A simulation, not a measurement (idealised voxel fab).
Process module under the name voxel capacitor over wiring
The width of the displayed cross-section, cut, is 180 nm; its cells are square, with a size of 5 nm.
The cross-sections in this document take the form of a grid made of square cells. They are written out as bands, in order from top to bottom. Each band consists of one or more rows of cells.
The band entry comprises the height of the band's top followed by the height of its bottom, expressed in nm, and subsequently the band's materials from left to right, each stated together with its width in nm. Where a single material is marked with the word "throughout", that material fills the band from edge to edge. The word "air" represents empty space.
Where do heights start? At 0: under that level the wafer as delivered is made of one material only. And the lowest band has no floor; it just carries on downward, as in "top 0, no bottom".
Quick explanation for "30..40": the width changes in equal steps down the rows of cells, from the first number in the band's top row to the second number in its bottom row.
No cell of the cross-section changed in a step that is given as "identical to before".
Enclosed voids (no open way to top), threshold 8 cells or more, entry "Sealed void listing", notation width x height at distance, distance from left edge, nm.
Past the settings on a step's line: simulator remark, on that step.
Among the settings permitted on a step's line is "overlay nm"; applied to a step with a mask, it specifies the extent to which the mask lay to the right of its planned position, whereas a negative figure signifies a position to the left.

The steps planned for the process are as follows:
1 RECEIVE, material Si
2 CONFORMAL_DEP, material SiO2, thk nm 15
3 DIRECTIONAL_DEP, material TiN, thk nm 5
4 DIRECTIONAL_DEP, material W, thk nm 20
5 MASKED_ETCH, tone cover, mask id METAL_1, width nm 20, pitch nm 75, etch materials W, depth nm 20, overlay nm 0
6 MASKED_ETCH, tone cover, mask id METAL_1, width nm 20, pitch nm 75, etch materials TiN, depth nm 5, overlay nm 0
7 CONFORMAL_DEP, material SiCN, thk nm 5
8 FILL_DEP, material SiO2, thk nm 10
9 CMP, height nm 40
10 CONFORMAL_DEP, material SiCN, thk nm 5
11 DIRECTIONAL_DEP, material lowk, thk nm 20
12 DIRECTIONAL_DEP, material aC, thk nm 10
13 PATTERN, tone open, mask id PLUG_1, material resist, width nm 15, thk nm 25, overlay nm 0
14 DIRECTIONAL_ETCH, etch materials aC, depth nm 10
15 STRIP, etch materials resist
16 DIRECTIONAL_ETCH, etch materials lowk, depth nm 20
17 DIRECTIONAL_ETCH, etch materials SiCN, depth nm 5
18 STRIP, etch materials aC
19 CONFORMAL_DEP, material TiN, thk nm 5
20 FILL_DEP, material Ru, thk nm 5
21 CMP, height nm 65
22 DIRECTIONAL_DEP, material TiN, thk nm 5
23 DIRECTIONAL_DEP, material HfO2, thk nm 5
24 DIRECTIONAL_DEP, material TiN, thk nm 5
25 MASKED_ETCH, tone cover, mask id UPPER_PLATE, width nm 60, etch materials TiN, depth nm 5, overlay nm 0
26 MASKED_ETCH, tone cover, mask id UPPER_PLATE, width nm 60, etch materials HfO2, depth nm 5, overlay nm 0
27 MASKED_ETCH, tone cover, mask id LOWER_PLATE, width nm 70, etch materials TiN, depth nm 5, overlay nm 0
28 FILL_DEP, material SiO2, thk nm 20
29 CMP, height nm 95
30 PATTERN, tone open, mask id PLUG_2, material resist, width nm 15, thk nm 20, overlay nm 0
31 DIRECTIONAL_ETCH, etch materials SiO2, depth nm 15
32 STRIP, etch materials resist
33 CONFORMAL_DEP, material TiN, thk nm 5
34 FILL_DEP, material Ru, thk nm 10
35 CMP, height nm 95
36 CONFORMAL_DEP, material SiN, thk nm 5

Received-state cross-section, reflecting completion of step 1:
    top 0, no bottom: Si throughout
    Sealed void listing: none

End-of-module cross-section. Starting structure and process plan as above; one mistake made in running it:
    top 100, bottom 95: SiN throughout
    top 95, bottom 85: 55 of SiO2 | 5 of TiN | 5 of Ru | 5 of TiN | 110 of SiO2
    top 85, bottom 75: 55..45 of SiO2 | 15..60 of TiN | 110..75 of SiO2
    top 75, bottom 70: 45 of SiO2 | 60 of HfO2 | 75 of SiO2
    top 70, bottom 65: 40 of SiO2 | 70 of TiN | 70 of SiO2
    top 65, bottom 60: 45 of SiCN | 15 of TiN | 120 of SiCN
    top 60, bottom 40: lowk throughout
    top 40, bottom 20: 35 of SiO2 | 5 of SiCN | 20 of W | 5 of SiCN | 45 of SiO2 | 5 of SiCN | 20 of W | 5 of SiCN | 40 of SiO2
    top 20, bottom 15: 40 of SiCN | 20 of TiN | 55 of SiCN | 20 of TiN | 45 of SiCN
    top 15, bottom 0: SiO2 throughout
    top 0, no bottom: Si throughout
    Sealed void listing: none
Run error: it was found that steps 10 and 11 of the process plan had been performed in exchanged positions
